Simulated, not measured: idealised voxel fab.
process module | voxel air gaps
cross-section cut | 170 nm wide | cells 5 nm
A cross-section is a grid of square cells, given in bands from the top down. A band is one or more rows of cells.
Each band's line starts with the height of the band's top and of its bottom, in nm. Then come its materials from left to right, each with its width in nm. One material with "throughout" fills the band from edge to edge. "air" is empty space.
Height 0 is the level under which the wafer as received is all one material. The lowest band goes on downwards, as in "0 down".
A width such as "30 to 40" changes by the same amount from each row of cells to the next, from the band's top row to its bottom row.
"no change" after a step means that no cell of the cross-section changed.
closed voids: empty space of 8 cells or more with no open way to the top, each as width x height at its distance from the left edge, in nm
after a step's settings: what the simulator itself notes on the step
overlay nm, on a step with a mask: how far to the right of its planned place the mask lay; to the left if negative
plan
1 op RECEIVE | material Si
2 op CONFORMAL_DEP | material SiO2 | thk nm 10
3 op CONFORMAL_DEP | material SiN | thk nm 5
4 op DIRECTIONAL_DEP | material lowk | thk nm 40
5 op DIRECTIONAL_DEP | material aC | thk nm 10
6 op PATTERN | tone open | mask id LINES | material resist | width nm 20 | pitch nm 45 | thk nm 25 | overlay nm 0
7 op DIRECTIONAL_ETCH | etch materials aC | depth nm 10
8 op STRIP | etch materials resist
9 op DIRECTIONAL_ETCH | etch materials lowk | depth nm 40
10 op STRIP | etch materials aC
11 op CONFORMAL_DEP | material TiN | thk nm 5
12 op FILL_DEP | material Ru | thk nm 10
13 op CMP | height nm 55
14 op EPI | material Ru | thk nm 10
15 op SELECTIVE_ETCH | etch materials lowk | depth nm 50
16 op CONFORMAL_DEP | material SiCN | thk nm 5
as received, after step 1
  0 down: Si throughout
  closed voids: none
a wafer at the end: this start, this plan, one mistake
  70 to 65: air 20 | SiCN 140 | air 10
  65 to 55: air 20 | SiCN 5 | Ru 40 | SiCN 5 | Ru 40 | SiCN 5 | Ru 40 | SiCN 5 | air 10
  55 to 50: air 20 | SiCN 15 | TiN 5 | Ru 10 | TiN 5 | SiCN 25 | TiN 5 | Ru 10 | TiN 5 | SiCN 25 | TiN 5 | Ru 10 | TiN 5 | SiCN 15 | air 10
  50 to 20: air 30 | SiCN 5 | TiN 5 | Ru 10 | TiN 5 | SiCN 5 | air 15 | SiCN 5 | TiN 5 | Ru 10 | TiN 5 | SiCN 5 | air 15 | SiCN 5 | TiN 5 | Ru 10 | TiN 5 | SiCN 5 | air 20
  20 to 15: SiCN 35 | TiN 20 | SiCN 25 | TiN 20 | SiCN 25 | TiN 20 | SiCN 25
  15 to 10: SiN throughout
  10 to 0: SiO2 throughout
  0 down: Si throughout
  closed voids: 15 x 30 at 60; 15 x 30 at 105
what went wrong: step 6 ran as: op PATTERN | tone open | mask id LINES | material resist | width nm 20 | pitch nm 45 | thk nm 25 | overlay nm 5
